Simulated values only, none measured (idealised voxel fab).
process module | voxel wiring stack
cross-section cut | 160 nm wide | cells 5 nm
Think of the cross-section as a grid of square cells. We describe it in bands, top to bottom, and each band covers one or more rows of those cells.
Each band's line starts with the height of the band's top and of its bottom, in nm. Then come its materials from left to right, each with its width in nm. One material with "edge to edge" fills the band from edge to edge. "air" is empty space.
Heights are expressed relative to 0, this being the level below which the as-received wafer comprises one material exclusively. The lowest band is unbounded in the downward direction and is denoted as in "top 0, no bottom".
Read "30->40" as a graded width: first number on top, second number at the bottom, same change between each pair of neighbouring rows.
"no change occurred" -> step changed no cross-section cell.
Closed empty spaces (no open way to the top) of 8 cells or more are what "Listed closed voids" lists, each as width x height at distance from the left edge, nm for all three.
after a step's settings: what the simulator itself notes on the step
overlay nm: mask right of planned place by this much (step with mask). Neg. = left.

So here's the lineup of process steps we planned:
1) RECEIVE, material Si
2) CONFORMAL_DEP, material SiO2, thk nm 10
3) DIRECTIONAL_DEP, material TiN, thk nm 5
4) DIRECTIONAL_DEP, material Ru, thk nm 25
5) MASKED_ETCH, tone cover, mask id METAL_1, width nm 25, pitch nm 50, etch materials Ru, depth nm 25, overlay nm 0
6) MASKED_ETCH, tone cover, mask id METAL_1, width nm 25, pitch nm 50, etch materials TiN, depth nm 5, overlay nm 0
7) CONFORMAL_DEP, material SiN, thk nm 5
8) FILL_DEP, material lowk, thk nm 5
9) CMP, height nm 40
10) CONFORMAL_DEP, material SiCN, thk nm 5
11) DIRECTIONAL_DEP, material SiO2, thk nm 35
12) DIRECTIONAL_DEP, material aC, thk nm 10
13) PATTERN, tone open, mask id METAL_2_HOLES, material resist, width nm 15, pitch nm 100, thk nm 30, overlay nm 0
14) DIRECTIONAL_ETCH, etch materials aC, depth nm 10
15) STRIP, etch materials resist
16) DIRECTIONAL_ETCH, etch materials SiO2, depth nm 35
17) STRIP, etch materials aC
18) PATTERN, tone open, mask id METAL_2, material resist, width nm 25, pitch nm 50, thk nm 15, overlay nm 0
19) DIRECTIONAL_ETCH, etch materials SiO2, depth nm 20
20) DIRECTIONAL_ETCH, etch materials SiCN, depth nm 5
21) STRIP, etch materials resist
22) CONFORMAL_DEP, material TiN, thk nm 5
23) FILL_DEP, material Cu, thk nm 10
24) CMP, height nm 80
25) CONFORMAL_DEP, material SiCN, thk nm 5
26) DIRECTIONAL_DEP, material SiO2, thk nm 30
27) MASKED_ETCH, tone open, mask id METAL_3, width nm 25, pitch nm 50, etch materials SiO2, depth nm 15, overlay nm 0
28) DIRECTIONAL_DEP, material aC, thk nm 10
29) PATTERN, tone open, mask id METAL_3_HOLES, material resist, width nm 15, pitch nm 100, thk nm 30, overlay nm 0
30) DIRECTIONAL_ETCH, etch materials aC, depth nm 10
31) STRIP, etch materials resist
32) DIRECTIONAL_ETCH, etch materials SiO2, depth nm 15
33) DIRECTIONAL_ETCH, etch materials SiCN, depth nm 5
34) STRIP, etch materials aC
35) CONFORMAL_DEP, material TiN, thk nm 5
36) FILL_DEP, material Ru, thk nm 5
37) CMP, height nm 115
38) CONFORMAL_DEP, material SiCN, thk nm 5
39) DIRECTIONAL_DEP, material lowk, thk nm 25
40) DIRECTIONAL_DEP, material aC, thk nm 15
41) PATTERN, tone open, mask id METAL_4_HOLES, material resist, width nm 15, pitch nm 100, thk nm 30, overlay nm 0
42) DIRECTIONAL_ETCH, etch materials aC, depth nm 15
43) STRIP, etch materials resist
44) DIRECTIONAL_ETCH, etch materials lowk, depth nm 25
45) STRIP, etch materials aC
46) DIRECTIONAL_DEP, material aC, thk nm 15
47) PATTERN, tone open, mask id METAL_4, material resist, width nm 25, pitch nm 50, thk nm 30, overlay nm 0
48) DIRECTIONAL_ETCH, etch materials aC, depth nm 15
49) STRIP, etch materials resist
50) DIRECTIONAL_ETCH, etch materials lowk, depth nm 15
51) DIRECTIONAL_ETCH, etch materials SiCN, depth nm 5
52) STRIP, etch materials aC
53) CONFORMAL_DEP, material TiN, thk nm 5
54) FILL_DEP, material Ru, thk nm 10
55) CMP, height nm 145
56) CONFORMAL_DEP, material SiN, thk nm 5

Cross-section of the wafer upon arrival, representing the state reached after step 1:
  top 0, no bottom = Si edge to edge
  Listed closed voids: none

The plan above was carried out on the starting structure above with one mistake, and this cross-section shows the wafer at the end of the module:
  top 150, bottom 145 = SiN edge to edge
  top 145, bottom 135 = 15 nm lowk / 5 nm TiN / 15 nm Ru / 5 nm TiN / 25 nm lowk / 5 nm TiN / 15 nm Ru / 5 nm TiN / 25 nm lowk / 5 nm TiN / 15 nm Ru / 5 nm TiN / 20 nm lowk
  top 135, bottom 130 = 15 nm lowk / 5 nm TiN / 5 nm Ru / 15 nm TiN / 25 nm lowk / 25 nm TiN / 25 nm lowk / 5 nm TiN / 5 nm Ru / 15 nm TiN / 20 nm lowk
  top 130, bottom 120 = 15 nm lowk / 5 nm TiN / 5 nm Ru / 5 nm TiN / 85 nm lowk / 5 nm TiN / 5 nm Ru / 5 nm TiN / 30 nm lowk
  top 120, bottom 115 = 15 nm SiCN / 15 nm TiN / 85 nm SiCN / 15 nm TiN / 30 nm SiCN
  top 115, bottom 105 = 15 nm SiO2 / 5 nm TiN / 15 nm Ru / 5 nm TiN / 25 nm SiO2 / 5 nm TiN / 15 nm Ru / 5 nm TiN / 25 nm SiO2 / 5 nm TiN / 15 nm Ru / 5 nm TiN / 20 nm SiO2
  top 105, bottom 100 = 15 nm SiO2 / 5 nm TiN / 5 nm Ru / 15 nm TiN / 25 nm SiO2 / 25 nm TiN / 25 nm SiO2 / 5 nm TiN / 5 nm Ru / 15 nm TiN / 20 nm SiO2
  top 100, bottom 85 = 15 nm SiO2 / 5 nm TiN / 5 nm Ru / 5 nm TiN / 85 nm SiO2 / 5 nm TiN / 5 nm Ru / 5 nm TiN / 30 nm SiO2
  top 85, bottom 80 = 15 nm SiCN / 15 nm TiN / 85 nm SiCN / 15 nm TiN / 30 nm SiCN
  top 80, bottom 65 = 15 nm SiO2 / 5 nm TiN / 15 nm Cu / 5 nm TiN / 25 nm SiO2 / 5 nm TiN / 15 nm Cu / 5 nm TiN / 25 nm SiO2 / 5 nm TiN / 15 nm Cu / 5 nm TiN / 20 nm SiO2
  top 65, bottom 60 = 15 nm SiO2 / 5 nm TiN / 5 nm Cu / 15 nm TiN / 25 nm SiO2 / 25 nm TiN / 25 nm SiO2 / 5 nm TiN / 5 nm Cu / 15 nm TiN / 20 nm SiO2
  top 60, bottom 45 = 15 nm SiO2 / 5 nm TiN / 5 nm Cu / 5 nm TiN / 85 nm SiO2 / 5 nm TiN / 5 nm Cu / 5 nm TiN / 30 nm SiO2
  top 45, bottom 40 = 15 nm SiCN / 15 nm TiN / 85 nm SiCN / 15 nm TiN / 30 nm SiCN
  top 40, bottom 20 = 15 nm lowk / 5 nm SiN / 20 nm Ru / 5 nm SiN / 20 nm lowk / 5 nm SiN / 20 nm Ru / 5 nm SiN / 20 nm lowk / 5 nm SiN / 20 nm Ru / 5 nm SiN / 15 nm lowk
  top 20, bottom 15 = 10 nm lowk / 10 nm SiN / 20 nm Ru / 5 nm SiN / 15 nm lowk / 10 nm SiN / 20 nm Ru / 5 nm SiN / 15 nm lowk / 10 nm SiN / 20 nm Ru / 5 nm SiN / 15 nm lowk
  top 15, bottom 10 = 15 nm SiN / 25 nm TiN / 25 nm SiN / 25 nm TiN / 25 nm SiN / 25 nm TiN / 20 nm SiN
  top 10, bottom 0 = SiO2 edge to edge
  top 0, no bottom = Si edge to edge
  Listed closed voids: none
In executing the process, a mistake was made relative to the plan: note that step 5 departed from the planned setting and was carried out as MASKED_ETCH, tone cover, mask id METAL_1, width nm 20, pitch nm 50, etch materials Ru, depth nm 25, overlay nm 0
